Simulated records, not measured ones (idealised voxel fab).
process module | voxel fin reveal
cross-section cut | 285 nm wide | cells 5 nm
A cross-section is a grid of square cells, given in bands from the top down. A band is one or more rows of cells.
Each band's line starts with the height of the band's top and of its bottom, in nm. Then come its materials from left to right, each with its width in nm. One material with "throughout" fills the band from edge to edge. "air" is empty space.
Height 0 is the level under which the wafer as received is all one material. The lowest band goes on downwards, as in "0 down".
A width such as "30 to 40" changes by the same amount from each row of cells to the next, from the band's top row to its bottom row.
"no change" after a step means that no cell of the cross-section changed.
closed voids: empty space of 8 cells or more with no open way to the top, each as width x height at its distance from the left edge, in nm
after a step's settings: what the simulator itself notes on the step
overlay nm, on a step with a mask: how far to the right of its planned place the mask lay; to the left if negative
plan
1 op RECEIVE | material Si
2 op CONFORMAL_DEP | material SiN | thk nm 10
3 op MASKED_ETCH | tone cover | mask id FINS | width nm 15 | pitch nm 40 | etch materials SiN | depth nm 10 | overlay nm 0
4 op MASKED_ETCH | tone cover | mask id FINS | width nm 15 | pitch nm 40 | etch materials Si | depth nm 35 | overlay nm 0
5 op FILL_DEP | material SiO2 | thk nm 10
6 op CMP | height nm 10
7 op SELECTIVE_ETCH | etch materials SiO2 | depth nm 20
8 op STRIP | etch materials SiN
9 op CONFORMAL_DEP | material SiO2 | thk nm 5
first wafer, as planned
as received, after step 1
  0 down: Si throughout
  closed voids: none
after step 2
  10 to 0: SiN throughout
  below 0: unchanged
after step 3
  10 to 0: air 95 | SiN 15 | air 25 | SiN 15 | air 25 | SiN 15 | air 95
  below 0: unchanged
after step 4
  10 to 0: air 95 | SiN 15 | air 25 | SiN 15 | air 25 | SiN 15 | air 95
  0 to -35: air 95 | Si 15 | air 25 | Si 15 | air 25 | Si 15 | air 95
  below -35: unchanged
after step 5
  20 to 10: SiO2 throughout
  10 to 0: SiO2 95 | SiN 15 | SiO2 25 | SiN 15 | SiO2 25 | SiN 15 | SiO2 95
  0 to -35: SiO2 95 | Si 15 | SiO2 25 | Si 15 | SiO2 25 | Si 15 | SiO2 95
  below -35: unchanged
after step 6
  10 to 0: SiO2 95 | SiN 15 | SiO2 25 | SiN 15 | SiO2 25 | SiN 15 | SiO2 95
  below 0: unchanged
after step 7
  10 to 0: air 95 | SiN 15 | air 25 | SiN 15 | air 25 | SiN 15 | air 95
  0 to -10: air 95 | Si 15 | air 25 | Si 15 | air 25 | Si 15 | air 95
  below -10: unchanged
after step 8
  0 to -10: air 95 | Si 15 | air 25 | Si 15 | air 25 | Si 15 | air 95
  below -10: unchanged
after step 9
  5 to 0: air 90 | SiO2 25 | air 15 | SiO2 25 | air 15 | SiO2 25 | air 90
  0 to -5: air 90 | SiO2 5 | Si 15 | SiO2 5 | air 15 | SiO2 5 | Si 15 | SiO2 5 | air 15 | SiO2 5 | Si 15 | SiO2 5 | air 90
  -5 to -35: SiO2 95 | Si 15 | SiO2 25 | Si 15 | SiO2 25 | Si 15 | SiO2 95
  below -35: unchanged
second wafer: like start, like plan, one mistake. Through step 6 it matches the first wafer
when step 7 should have ended
  10 to 0: SiO2 95 | air 15 | SiO2 25 | air 15 | SiO2 25 | air 15 | SiO2 95
  below 0: unchanged
when step 8 should have ended
  0 to -10: air 95 | Si 15 | air 25 | Si 15 | air 25 | Si 15 | air 95
  -10 to -20: SiO2 75 | air 20 | Si 15 | air 25 | Si 15 | air 25 | Si 15 | air 20 | SiO2 75
  below -20: unchanged
when step 9 should have ended
  5 to 0: air 90 | SiO2 25 | air 15 | SiO2 25 | air 15 | SiO2 25 | air 90
  0 to -5: air 90 | SiO2 5 | Si 15 | SiO2 5 | air 15 | SiO2 5 | Si 15 | SiO2 5 | air 15 | SiO2 5 | Si 15 | SiO2 5 | air 90
  -5 to -15: SiO2 80 | air 10 | SiO2 5 | Si 15 | SiO2 5 | air 15 | SiO2 5 | Si 15 | SiO2 5 | air 15 | SiO2 5 | Si 15 | SiO2 5 | air 10 | SiO2 80
  -15 to -35: SiO2 95 | Si 15 | SiO2 25 | Si 15 | SiO2 25 | Si 15 | SiO2 95
  below -35: unchanged
what went wrong: steps 7 and 8 were swapped
at the end the second wafer has, in cells: 20 fewer of SiO2
